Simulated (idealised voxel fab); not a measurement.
process module | voxel transistor to metal
cross-section cut | 285 nm wide | cells 5 nm
A cross-section is a grid of square cells, given in bands from the top down. A band is one or more rows of cells.
Each band's line starts with the height of the band's top and of its bottom, in nm. Then come its materials from left to right, each with its width in nm. One material with "throughout" fills the band from edge to edge. "air" is empty space.
Height 0 is the level under which the wafer as received is all one material. The lowest band goes on downwards, as in "0 down".
A width such as "30 to 40" changes by the same amount from each row of cells to the next, from the band's top row to its bottom row.
"no change" after a step means that no cell of the cross-section changed.
closed voids: empty space of 8 cells or more with no open way to the top, each as width x height at its distance from the left edge, in nm
after a step's settings: what the simulator itself notes on the step
overlay nm, on a step with a mask: how far to the right of its planned place the mask lay; to the left if negative
plan
1 op RECEIVE | material Si
2 op CONFORMAL_DEP | material SiO2 | thk nm 5
3 op CONFORMAL_DEP | material SiN | thk nm 10
4 op PATTERN | tone cover | mask id ACTIVE | material resist | width nm 110 | pitch nm 135 | thk nm 20 | overlay nm 0
5 op DIRECTIONAL_ETCH | etch materials SiN | depth nm 10
6 op DIRECTIONAL_ETCH | etch materials SiO2 | depth nm 5
7 op DIRECTIONAL_ETCH | etch materials Si | depth nm 25
8 op STRIP | etch materials resist
9 op FILL_DEP | material SiO2 | thk nm 5
10 op CMP | height nm 15
11 op SELECTIVE_ETCH | etch materials SiO2 | depth nm 5
12 op STRIP | etch materials SiN
13 op SELECTIVE_ETCH | etch materials SiO2 | depth nm 5
14 op OXIDIZE | depth nm 5
15 op DIRECTIONAL_DEP | material polySi | thk nm 30
16 op DIRECTIONAL_DEP | material SiCN | thk nm 10
17 op MASKED_ETCH | tone cover | mask id GATE | width nm 20 | pitch nm 135 | etch materials SiCN | depth nm 20 | overlay nm 0
18 op MASKED_ETCH | tone cover | mask id GATE | width nm 20 | pitch nm 135 | etch materials polySi | depth nm 40 | overlay nm 0
19 op CONFORMAL_DEP | material SiO2 | thk nm 5
20 op DIRECTIONAL_ETCH | etch materials SiO2 | depth nm 5
21 op CONFORMAL_DEP | material SiN | thk nm 10
22 op DIRECTIONAL_ETCH | etch materials SiN | depth nm 10
23 op DIRECTIONAL_ETCH | etch materials SiO2 | depth nm 5
24 op EPI | material SiGe | thk nm 5
25 op FILL_DEP | material SiO2 | thk nm 5
26 op CMP | height nm 40
27 op DIRECTIONAL_DEP | material SiO2 | thk nm 15
28 op PATTERN | tone open | mask id CONTACT | material resist | width nm 30 | thk nm 20 | overlay nm 0
29 op DIRECTIONAL_ETCH | etch materials SiO2 | depth nm 55
30 op STRIP | etch materials resist
31 op CONFORMAL_DEP | material TiN | thk nm 5
32 op FILL_DEP | material W | thk nm 5
33 op CMP | height nm 55
34 op DIRECTIONAL_DEP | material TiN | thk nm 5
35 op DIRECTIONAL_DEP | material Ru | thk nm 25
36 op PATTERN | tone cover | mask id METAL_1 | material resist | width nm 20 | thk nm 15 | overlay nm 0
37 op DIRECTIONAL_ETCH | etch materials Ru | depth nm 25
38 op DIRECTIONAL_ETCH | etch materials TiN | depth nm 5
39 op STRIP | etch materials resist
40 op FILL_DEP | material SiO2 | thk nm 5
41 op CMP | height nm 85
42 op CONFORMAL_DEP | material SiCN | thk nm 5
as received, after step 1
  0 down: Si throughout
  closed voids: none
a wafer at the end: this start, this plan, one mistake
  90 to 85: SiCN throughout
  85 to 60: SiO2 30 | Ru 20 | SiO2 50 | Ru 20 | SiO2 45 | Ru 20 | SiO2 50 | Ru 20 | SiO2 30
  60 to 55: SiO2 30 | TiN 20 | SiO2 50 | TiN 20 | SiO2 45 | TiN 20 | SiO2 50 | TiN 20 | SiO2 30
  55 to 45: SiO2 30 | TiN 5 | W 20 | TiN 5 | SiO2 30 | TiN 5 | W 20 | TiN 5 | SiO2 45 | TiN 5 | W 20 | TiN 5 | SiO2 30 | TiN 5 | W 20 | TiN 5 | SiO2 30
  45 to 40: SiO2 30 | TiN 30 | SiO2 30 | TiN 30 | SiO2 45 | TiN 30 | SiO2 30 | TiN 30 | SiO2 30
  40 to 30: SiO2 30 | TiN 10 | SiN 10 | TiN 10 | SiO2 5 | SiCN 20 | SiO2 5 | TiN 10 | SiN 10 | TiN 10 | SiO2 45 | TiN 10 | SiN 10 | TiN 10 | SiO2 5 | SiCN 20 | SiO2 5 | TiN 10 | SiN 10 | TiN 10 | SiO2 30
  30 to 15: SiO2 30 | TiN 10 | SiN 10 | TiN 10 | SiO2 5 | polySi 20 | SiO2 5 | TiN 10 | SiN 10 | TiN 10 | SiO2 45 | TiN 10 | SiN 10 | TiN 10 | SiO2 5 | polySi 20 | SiO2 5 | TiN 10 | SiN 10 | TiN 10 | SiO2 30
  15 to 10: SiO2 30 | SiN 20 | TiN 10 | SiO2 5 | polySi 20 | SiO2 5 | TiN 10 | SiN 20 | SiO2 45 | SiN 20 | TiN 10 | SiO2 5 | polySi 20 | SiO2 5 | TiN 10 | SiN 20 | SiO2 30
  10 to 0: SiO2 50 | TiN 10 | SiO2 5 | polySi 20 | SiO2 5 | TiN 10 | SiO2 85 | TiN 10 | SiO2 5 | polySi 20 | SiO2 5 | TiN 10 | SiO2 50
  0 to -5: SiO2 throughout
  -5 to -25: SiO2 20 | Si 110 | SiO2 25 | Si 110 | SiO2 20
  -25 down: Si throughout
  closed voids: none
what went wrong: step 19 ran as: op CONFORMAL_DEP | material SiO2 | thk nm 15
